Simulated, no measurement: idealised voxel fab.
Herein follows the process module entitled voxel self aligned contacts.
This is section cut - it's 145 nm across, gridded in 5 nm square cells.
Cross-section = grid of square cells, listed top down in bands; band = one or more rows.
Each band's line starts with the height of the band's top and of its bottom, in nm. Then come its materials from left to right, each with its width in nm. One material with "all across" fills the band from edge to edge. "blank" is empty space.
Heights are expressed relative to 0, this being the level below which the as-received wafer comprises one material exclusively. The lowest band is unbounded in the downward direction and is denoted as in "0 nm and below".
Width spec "30->40" -> top row of cells at first value, bottom row at second value, equal per-row change in between.
You'll sometimes find "all unchanged" written for a step, and that's the way of saying that nowhere in the cross-section did a cell change during that step.
"Unvented cavities": empty spaces of 8 cells or more with no open way to the top, each given as width x height at distance, distance from the left edge, all in nm.
after a step's settings: what the simulator itself notes on the step
overlay nm: step with mask; distance mask lay right of planned place; negative value = left of planned place.
[Here's what the planned process steps look like]
1,RECEIVE [material Si]
2,OXIDIZE [depth nm 5]
3,DIRECTIONAL_DEP [material polySi] [thk nm 30]
4,DIRECTIONAL_DEP [material SiN] [thk nm 20]
5,PATTERN [tone cover] [mask id GATE] [material resist] [width nm 30] [pitch nm 75] [thk nm 15] [overlay nm 0]
6,DIRECTIONAL_ETCH [etch materials SiN] [depth nm 20]
7,DIRECTIONAL_ETCH [etch materials polySi] [depth nm 20]
8,STRIP [etch materials resist]
9,CONFORMAL_DEP [material SiN] [thk nm 10]
10,DIRECTIONAL_ETCH [etch materials SiN] [depth nm 10]
11,FILL_DEP [material SiO2] [thk nm 15]
12,CMP [height nm 55]
13,MASKED_ETCH [tone open] [mask id CONTACT] [width nm 55] [etch materials SiO2] [depth nm 60] [overlay nm 0]
14,CONFORMAL_DEP [material TiN] [thk nm 5]
15,FILL_DEP [material Ru] [thk nm 10]
16,CMP [height nm 55]
17,CONFORMAL_DEP [material SiN] [thk nm 5]
Keep in mind the plan's value for the depth nm of step 7 comes from the first wafer; the wafers don't share that setting, but they do share the same starting point.
[Cross-sectional view of the first of several wafers in the as-received condition, corresponding to the state following step 1]
    0 nm and below: Si all across
    Unvented cavities: none
[End of module, by wafer: material-by-material cell gain (+) or loss (-) since receipt, then closed voids]
depth nm 20 | +24 Ru | -29 Si | +141 SiN | +79 SiO2 | +27 TiN | +106 polySi | Unvented cavities: none
depth nm 25 | +27 Ru | -29 Si | +149 SiN | +83 SiO2 | +29 TiN | +89 polySi | Unvented cavities: none
depth nm 30 | +33 Ru | -29 Si | +157 SiN | +82 SiO2 | +33 TiN | +72 polySi | Unvented cavities: none
depth nm 35 | +33 Ru | -29 Si | +157 SiN | +82 SiO2 | +33 TiN | +72 polySi | Unvented cavities: none
depth nm 40 | +33 Ru | -29 Si | +157 SiN | +82 SiO2 | +33 TiN | +72 polySi | Unvented cavities: none
depth nm 45 | +33 Ru | -29 Si | +157 SiN | +82 SiO2 | +33 TiN | +72 polySi | Unvented cavities: none
